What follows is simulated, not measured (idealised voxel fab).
The document below concerns the process module designated voxel trench capacitor.
Section cut is 265 nm wide and gridded with 5 nm square cells.
Notation: cross-section as square-cell grid; stated in bands, top first, going down; one or more cell rows per band.
Quick guide to a band line: top height, bottom height (nm) up front; then every material left to right with its width in nm. Only one material and it's marked "edge to edge"? Then it fills the band edge to edge. And "blank" just means empty space.
It should be noted that heights are counted from 0, beneath which the wafer as supplied is of one material throughout, and that the lowest band possesses no lower boundary but continues downward, as written in "z 0 and below".
A two-number width, for instance "30->40", indicates that the width is equal to the first number in the top row of the band and to the second number in the bottom row, and that it changes by a constant amount per row of cells.
"nothing altered" means the step left every cell of the cross-section as it was.
The entry "Listed closed voids" lists the empty spaces that cover at least 8 cells and have no open path to the top. Each is written as width x height at distance, where the distance is measured from the left edge and all three values are in nm.
Text after the settings on a step's line: the simulator's own remark on that step.
overlay nm: how far to the right of its planned place the mask lay on this masked step (negative: to the left).
Process steps (planned)
1 op RECEIVE | material Si
2 op CONFORMAL_DEP | material SiN | thk nm 5
3 op MASKED_ETCH | tone open | mask id TRENCH | width nm 25 | pitch nm 45 | etch materials SiN | depth nm 5 | overlay nm 0
4 op MASKED_ETCH | tone open | mask id TRENCH | width nm 25 | pitch nm 45 | etch materials Si | depth nm 30 | overlay nm 0
5 op CONFORMAL_DEP | material HfO2 | thk nm 5
6 op CONFORMAL_DEP | material TiN | thk nm 5
7 op FILL_DEP | material W | thk nm 5
8 op CMP | height nm 5
As received (post step 1): cross-section
z 0 and below: Si edge to edge
Listed closed voids: none
The following cross-section depicts the wafer upon conclusion of the module. Processing commenced from the starting condition illustrated above and adhered to the plan illustrated above, save for one mistake in execution
z 5 to 0: HfO2 (75), then SiN (25), then HfO2 (20), then SiN (25), then HfO2 (20), then SiN (25), then HfO2 (75)
z 0 and below: Si edge to edge
Listed closed voids: none
What was done differently from what was planned? heads up, step 3 didn't go per plan, it actually ran as op MASKED_ETCH | tone cover | mask id TRENCH | width nm 25 | pitch nm 45 | etch materials SiN | depth nm 5 | overlay nm 0
